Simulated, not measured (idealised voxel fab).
This is a process module. Its name is voxel air gaps.
The cross-section on display is named cut; it measures 225 nm wide, and its cells are 5 nm squares.
This document writes a cross-section as a grid whose cells are square, and gives it as bands, listed from the top down; one or more rows of cells form a band. What a band's entry tells you: where the top is and where the bottom is, as heights in nm, and after that what lies inside, material by material from left to right, each with its width in nm. Empty space is written as the word "blank", and a single material marked with the word "throughout" occupies the band from edge to edge. A quick word on heights: they are counted from 0, and under that level the wafer as it came to us is one material throughout. The lowest band is different from the rest in having no bottom; it simply continues downward, written as in "0 down". The width entry "30..40" should be interpreted row by row: the top row of cells in the band takes the first number, the bottom row takes the second number, and the change between adjacent rows is uniform throughout. Step note "no change" = no cross-section cell changed. You'll see "Closed void inventory" listing empty spaces that have no way open to the top, as long as they're 8 cells or more; the notation is width x height at distance, where the distance is from the left edge, and all of it is in nm. Step line, after settings: the simulator's comment on this step. The line of a step may include "overlay nm". On a step with a mask, this value is how far to the right of its planned place the mask lay. A negative value means the mask lay to the left. If you're wondering how to read the rest of this, here's the deal. It's pairs of cross-sections: one from before a process step, one from after it. The after one is only drawn as far down as the lowest band that changed. Right under each pair you'll see which step sits between them and what its settings were. Don't read the pairs as one continuous story, though. They can come from different runs of this module on the same starting wafer, and a pair only carries on from the one above it where its entry headed "Before the step" says so.
Before the step:
	60 to 50 = blank (30); Ru (165); blank (30)
	50 to 25 = blank (40); TiN (5); W (15); TiN (5); lowk (15); TiN (5); W (15); TiN (5); lowk (15); TiN (5); W (15); TiN (5); lowk (15); TiN (5); W (15); TiN (5); blank (40)
	25 to 20 = blank (40); TiN (25); lowk (15); TiN (25); lowk (15); TiN (25); lowk (15); TiN (25); blank (40)
	20 to 15 = SiN throughout
	15 to 0 = SiO2 throughout
	0 down = Si throughout
	Closed void inventory: none
Post-Step Section View:
	65 to 60 = blank (25); SiCN (175); blank (25)
	60 to 50 = blank (25); SiCN (5); Ru (165); SiCN (5); blank (25)
	50 to 45 = blank (25); SiCN (15); TiN (5); W (15); TiN (5); lowk (15); TiN (5); W (15); TiN (5); lowk (15); TiN (5); W (15); TiN (5); lowk (15); TiN (5); W (15); TiN (5); SiCN (15); blank (25)
	45 to 25 = blank (35); SiCN (5); TiN (5); W (15); TiN (5); lowk (15); TiN (5); W (15); TiN (5); lowk (15); TiN (5); W (15); TiN (5); lowk (15); TiN (5); W (15); TiN (5); SiCN (5); blank (35)
	25 to 20 = SiCN (40); TiN (25); lowk (15); TiN (25); lowk (15); TiN (25); lowk (15); TiN (25); SiCN (40)
	Below a height of 20, the structure has not been altered.
	Closed void inventory: none
Step that separates the before view from the after view above: CONFORMAL_DEP [material SiCN] [thk nm 5]
Before the step:
	60 to 50 = aC throughout
	50 to 20 = lowk throughout
	20 to 15 = SiN throughout
	15 to 0 = SiO2 throughout
	0 down = Si throughout
	Closed void inventory: none
Post-Step Section View:
	85 to 60 = resist (40); blank (15); resist (25); blank (15); resist (25); blank (15); resist (25); blank (15); resist (50)
	Below a height of 60, the structure has not been altered.
	Closed void inventory: none
Step that separates the before view from the after view above: PATTERN [tone open] [mask id LINES] [material resist] [width nm 15] [pitch nm 40] [thk nm 25] [overlay nm -5]
Before the step: the wafer arrives at this step looking as the after cross-section in the pair just above shows it.
Post-Step Section View:
	75 to 60 = resist (40); blank (15); resist (25); blank (15); resist (25); blank (15); resist (25); blank (15); resist (50)
	60 to 50 = aC (40); blank (15); aC (25); blank (15); aC (25); blank (15); aC (25); blank (15); aC (50)
	Below a height of 50, the structure has not been altered.
	Closed void inventory: none
Step that separates the before view from the after view above: DIRECTIONAL_ETCH [etch materials aC] [depth nm 10]
Before the step: the wafer arrives at this step looking as the after cross-section in the pair just above shows it.
Post-Step Section View:
	60 to 50 = aC (40); blank (15); aC (25); blank (15); aC (25); blank (15); aC (25); blank (15); aC (50)
	Below a height of 50, the structure has not been altered.
	Closed void inventory: none
Step that separates the before view from the after view above: STRIP [etch materials resist]
Before the step: the wafer arrives at this step looking as the after cross-section in the pair just above shows it.
Post-Step Section View:
	60 to 50 = aC (40); blank (15); aC (25); blank (15); aC (25); blank (15); aC (25); blank (15); aC (50)
	50 to 20 = lowk (40); blank (15); lowk (25); blank (15); lowk (25); blank (15); lowk (25); blank (15); lowk (50)
	Below a height of 20, the structure has not been altered.
	Closed void inventory: none
Step that separates the before view from the after view above: DIRECTIONAL_ETCH [etch materials lowk] [depth nm 30]
Before the step: the wafer arrives at this step looking as the after cross-section in the pair just above shows it.
Post-Step Section View:
	50 to 20 = lowk (40); blank (15); lowk (25); blank (15); lowk (25); blank (15); lowk (25); blank (15); lowk (50)
	Below a height of 20, the structure has not been altered.
	Closed void inventory: none
Step that separates the before view from the after view above: STRIP [etch materials aC]
Before the step: the wafer arrives at this step looking as the after cross-section in the pair just above shows it.
Post-Step Section View:
	55 to 50 = TiN (45); blank (5); TiN (35); blank (5); TiN (35); blank (5); TiN (35); blank (5); TiN (55)
	50 to 25 = lowk (40); TiN (5); blank (5); TiN (5); lowk (25); TiN (5); blank (5); TiN (5); lowk (25); TiN (5); blank (5); TiN (5); lowk (25); TiN (5); blank (5); TiN (5); lowk (50)
	25 to 20 = lowk (40); TiN (15); lowk (25); TiN (15); lowk (25); TiN (15); lowk (25); TiN (15); lowk (50)
	Below a height of 20, the structure has not been altered.
	Closed void inventory: none
Step that separates the before view from the after view above: CONFORMAL_DEP [material TiN] [thk nm 5]
Before the step: the wafer arrives at this step looking as the after cross-section in the pair just above shows it.
Post-Step Section View:
	65 to 55 = W throughout
	55 to 50 = TiN (45); W (5); TiN (35); W (5); TiN (35); W (5); TiN (35); W (5); TiN (55)
	50 to 25 = lowk (40); TiN (5); W (5); TiN (5); lowk (25); TiN (5); W (5); TiN (5); lowk (25); TiN (5); W (5); TiN (5); lowk (25); TiN (5); W (5); TiN (5); lowk (50)
	Below a height of 25, the structure has not been altered.
	Closed void inventory: none
Step that separates the before view from the after view above: FILL_DEP [material W] [thk nm 10]
Before the step: the wafer arrives at this step looking as the after cross-section in the pair just above shows it.
Post-Step Section View:
	50 to 25 = lowk (40); TiN (5); W (5); TiN (5); lowk (25); TiN (5); W (5); TiN (5); lowk (25); TiN (5); W (5); TiN (5); lowk (25); TiN (5); W (5); TiN (5); lowk (50)
	Below a height of 25, the structure has not been altered.
	Closed void inventory: none
Step that separates the before view from the after view above: CMP [height nm 50]
Before the step: the wafer arrives at this step looking as the after cross-section in the pair just above shows it.
Post-Step Section View:
	60 to 50 = blank (30); Ru (35); blank (5); Ru (35); blank (5); Ru (35); blank (5); Ru (35); blank (40)
	Below a height of 50, the structure has not been altered.
	Closed void inventory: none
Step that separates the before view from the after view above: EPI [material Ru] [thk nm 10]
Before the step: the wafer arrives at this step looking as the after cross-section in the pair just above shows it.
Post-Step Section View:
	60 to 50 = blank (30); Ru (35); blank (5); Ru (35); blank (5); Ru (35); blank (5); Ru (35); blank (40)
	50 to 25 = blank (40); TiN (5); W (5); TiN (5); blank (25); TiN (5); W (5); TiN (5); blank (25); TiN (5); W (5); TiN (5); blank (25); TiN (5); W (5); TiN (5); blank (50)
	25 to 20 = blank (40); TiN (15); blank (25); TiN (15); blank (25); TiN (15); blank (25); TiN (15); blank (50)
	Below a height of 20, the structure has not been altered.
	Closed void inventory: none
Step that separates the before view from the after view above: SELECTIVE_ETCH [etch materials lowk] [depth nm 40]
Before the step: the wafer arrives at this step looking as the after cross-section in the pair just above shows it.
Post-Step Section View:
	65 to 60 = blank (25); SiCN (165); blank (35)
	60 to 50 = blank (25); SiCN (5); Ru (35); SiCN (5); Ru (35); SiCN (5); Ru (35); SiCN (5); Ru (35); SiCN (5); blank (35)
	50 to 45 = blank (25); SiCN (15); TiN (5); W (5); TiN (5); SiCN (25); TiN (5); W (5); TiN (5); SiCN (25); TiN (5); W (5); TiN (5); SiCN (25); TiN (5); W (5); TiN (5); SiCN (15); blank (35)
	45 to 25 = blank (35); SiCN (5); TiN (5); W (5); TiN (5); SiCN (5); blank (15); SiCN (5); TiN (5); W (5); TiN (5); SiCN (5); blank (15); SiCN (5); TiN (5); W (5); TiN (5); SiCN (5); blank (15); SiCN (5); TiN (5); W (5); TiN (5); SiCN (5); blank (45)
	25 to 20 = SiCN (40); TiN (15); SiCN (25); TiN (15); SiCN (25); TiN (15); SiCN (25); TiN (15); SiCN (50)
	Below a height of 20, the structure has not been altered.
	Closed void inventory: 15 x 20 at 60; 15 x 20 at 100; 15 x 20 at 140
Step that separates the before view from the after view above: CONFORMAL_DEP [material SiCN] [thk nm 5]
Before the step:
	20 to 15 = SiN throughout
	15 to 0 = SiO2 throughout
	0 down = Si throughout
	Closed void inventory: none
Post-Step Section View:
	50 to 20 = W throughout
	Below a height of 20, the structure has not been altered.
	Closed void inventory: none
Step that separates the before view from the after view above: DIRECTIONAL_DEP [material W] [thk nm 30]
Before the step: the wafer arrives at this step looking as the after cross-section in the pair just above shows it.
Post-Step Section View:
	60 to 50 = aC throughout
	Below a height of 50, the structure has not been altered.
	Closed void inventory: none
Step that separates the before view from the after view above: DIRECTIONAL_DEP [material aC] [thk nm 10]
Before the step: the wafer arrives at this step looking as the after cross-section in the pair just above shows it.
Post-Step Section View:
	85 to 60 = resist (45); blank (15); resist (25); blank (15); resist (25); blank (15); resist (25); blank (15); resist (45)
	Below a height of 60, the structure has not been altered.
	Closed void inventory: none
Step that separates the before view from the after view above: PATTERN [tone open] [mask id LINES] [material resist] [width nm 15] [pitch nm 40] [thk nm 25] [overlay nm 0]
Before the step: the wafer arrives at this step looking as the after cross-section in the pair just above shows it.
Post-Step Section View:
	75 to 60 = resist (45); blank (15); resist (25); blank (15); resist (25); blank (15); resist (25); blank (15); resist (45)
	60 to 50 = aC (45); blank (15); aC (25); blank (15); aC (25); blank (15); aC (25); blank (15); aC (45)
	Below a height of 50, the structure has not been altered.
	Closed void inventory: none
Step that separates the before view from the after view above: DIRECTIONAL_ETCH [etch materials aC] [depth nm 10]
Before the step: the wafer arrives at this step looking as the after cross-section in the pair just above shows it.
Post-Step Section View:
	60 to 50 = aC (45); blank (15); aC (25); blank (15); aC (25); blank (15); aC (25); blank (15); aC (45)
	Below a height of 50, the structure has not been altered.
	Closed void inventory: none
Step that separates the before view from the after view above: STRIP [etch materials resist]
Before the step: the wafer arrives at this step looking as the after cross-section in the pair just above shows it.
Post-Step Section View:
	50 to 20 = W throughout
	Below a height of 20, the structure has not been altered.
	Closed void inventory: none
Step that separates the before view from the after view above: STRIP [etch materials aC]
Before the step: the wafer arrives at this step looking as the after cross-section in the pair just above shows it.
Post-Step Section View:
	55 to 50 = TiN throughout
	Below a height of 50, the structure has not been altered.
	Closed void inventory: none
Step that separates the before view from the after view above: CONFORMAL_DEP [material TiN] [thk nm 5]
Before the step: the wafer arrives at this step looking as the after cross-section in the pair just above shows it.
Post-Step Section View:
	65 to 55 = W throughout
	Below a height of 55, the structure has not been altered.
	Closed void inventory: none
Step that separates the before view from the after view above: FILL_DEP [material W] [thk nm 10]
Before the step: the wafer arrives at this step looking as the after cross-section in the pair just above shows it.
Post-Step Section View:
	50 to 20 = W throughout
	Below a height of 20, the structure has not been altered.
	Closed void inventory: none
Step that separates the before view from the after view above: CMP [height nm 50]
Before the step: the wafer arrives at this step looking as the after cross-section in the pair just above shows it.
Post-Step Section View:
	60 to 50 = Ru throughout
	Below a height of 50, the structure has not been altered.
	Closed void inventory: none
Step that separates the before view from the after view above: EPI [material Ru] [thk nm 10]
Before the step: the wafer arrives at this step looking as the after cross-section in the pair just above shows it.
Post-Step Section View:
	65 to 60 = SiCN throughout
	Below a height of 60, the structure has not been altered.
	Closed void inventory: none
Step that separates the before view from the after view above: CONFORMAL_DEP [material SiCN] [thk nm 5]
Before the step:
	60 to 50 = aC throughout
	50 to 20 = lowk throughout
	20 to 15 = SiN throughout
	15 to 0 = SiO2 throughout
	0 down = Si throughout
	Closed void inventory: none
Post-Step Section View:
	85 to 60 = blank (45); resist (15); blank (25); resist (15); blank (25); resist (15); blank (25); resist (15); blank (45)
	Below a height of 60, the structure has not been altered.
	Closed void inventory: none
Step that separates the before view from the after view above: PATTERN [tone cover] [mask id LINES] [material resist] [width nm 15] [pitch nm 40] [thk nm 25] [overlay nm 0]
Before the step: the wafer arrives at this step looking as the after cross-section in the pair just above shows it.
Post-Step Section View:
	75 to 60 = blank (45); resist (15); blank (25); resist (15); blank (25); resist (15); blank (25); resist (15); blank (45)
	60 to 50 = blank (45); aC (15); blank (25); aC (15); blank (25); aC (15); blank (25); aC (15); blank (45)
	Below a height of 50, the structure has not been altered.
	Closed void inventory: none
Step that separates the before view from the after view above: DIRECTIONAL_ETCH [etch materials aC] [depth nm 10]
Before the step: the wafer arrives at this step looking as the after cross-section in the pair just above shows it.
Post-Step Section View:
	60 to 50 = blank (45); aC (15); blank (25); aC (15); blank (25); aC (15); blank (25); aC (15); blank (45)
	Below a height of 50, the structure has not been altered.
	Closed void inventory: none
Step that separates the before view from the after view above: STRIP [etch materials resist]
Before the step: the wafer arrives at this step looking as the after cross-section in the pair just above shows it.
Post-Step Section View:
	60 to 50 = blank (45); aC (15); blank (25); aC (15); blank (25); aC (15); blank (25); aC (15); blank (45)
	50 to 20 = blank (45); lowk (15); blank (25); lowk (15); blank (25); lowk (15); blank (25); lowk (15); blank (45)
	Below a height of 20, the structure has not been altered.
	Closed void inventory: none
Step that separates the before view from the after view above: DIRECTIONAL_ETCH [etch materials lowk] [depth nm 30]
Before the step: the wafer arrives at this step looking as the after cross-section in the pair just above shows it.
Post-Step Section View:
	50 to 20 = blank (45); lowk (15); blank (25); lowk (15); blank (25); lowk (15); blank (25); lowk (15); blank (45)
	Below a height of 20, the structure has not been altered.
	Closed void inventory: none
Step that separates the before view from the after view above: STRIP [etch materials aC]
Before the step: the wafer arrives at this step looking as the after cross-section in the pair just above shows it.
Post-Step Section View:
	55 to 50 = blank (40); TiN (25); blank (15); TiN (25); blank (15); TiN (25); blank (15); TiN (25); blank (40)
	50 to 25 = blank (40); TiN (5); lowk (15); TiN (5); blank (15); TiN (5); lowk (15); TiN (5); blank (15); TiN (5); lowk (15); TiN (5); blank (15); TiN (5); lowk (15); TiN (5); blank (40)
	25 to 20 = TiN (45); lowk (15); TiN (25); lowk (15); TiN (25); lowk (15); TiN (25); lowk (15); TiN (45)
	Below a height of 20, the structure has not been altered.
	Closed void inventory: none
Step that separates the before view from the after view above: CONFORMAL_DEP [material TiN] [thk nm 5]
Before the step: the wafer arrives at this step looking as the after cross-section in the pair just above shows it.
Post-Step Section View:
	65 to 55 = W throughout
	55 to 50 = W (40); TiN (25); W (15); TiN (25); W (15); TiN (25); W (15); TiN (25); W (40)
	50 to 25 = W (40); TiN (5); lowk (15); TiN (5); W (15); TiN (5); lowk (15); TiN (5); W (15); TiN (5); lowk (15); TiN (5); W (15); TiN (5); lowk (15); TiN (5); W (40)
	Below a height of 25, the structure has not been altered.
	Closed void inventory: none
Step that separates the before view from the after view above: FILL_DEP [material W] [thk nm 10]
Before the step: the wafer arrives at this step looking as the after cross-section in the pair just above shows it.
Post-Step Section View:
	50 to 25 = W (40); TiN (5); lowk (15); TiN (5); W (15); TiN (5); lowk (15); TiN (5); W (15); TiN (5); lowk (15); TiN (5); W (15); TiN (5); lowk (15); TiN (5); W (40)
	Below a height of 25, the structure has not been altered.
	Closed void inventory: none
Step that separates the before view from the after view above: CMP [height nm 50]
Before the step: the wafer arrives at this step looking as the after cross-section in the pair just above shows it.
Post-Step Section View:
	60 to 50 = Ru throughout
	Below a height of 50, the structure has not been altered.
	Closed void inventory: none
Step that separates the before view from the after view above: EPI [material Ru] [thk nm 10]
Before the step: the wafer arrives at this step looking as the after cross-section in the pair just above shows it.
Post-Step Section View:
	65 to 60 = SiCN throughout
	Below a height of 60, the structure has not been altered.
	Closed void inventory: none
Step that separates the before view from the after view above: CONFORMAL_DEP [material SiCN] [thk nm 5]
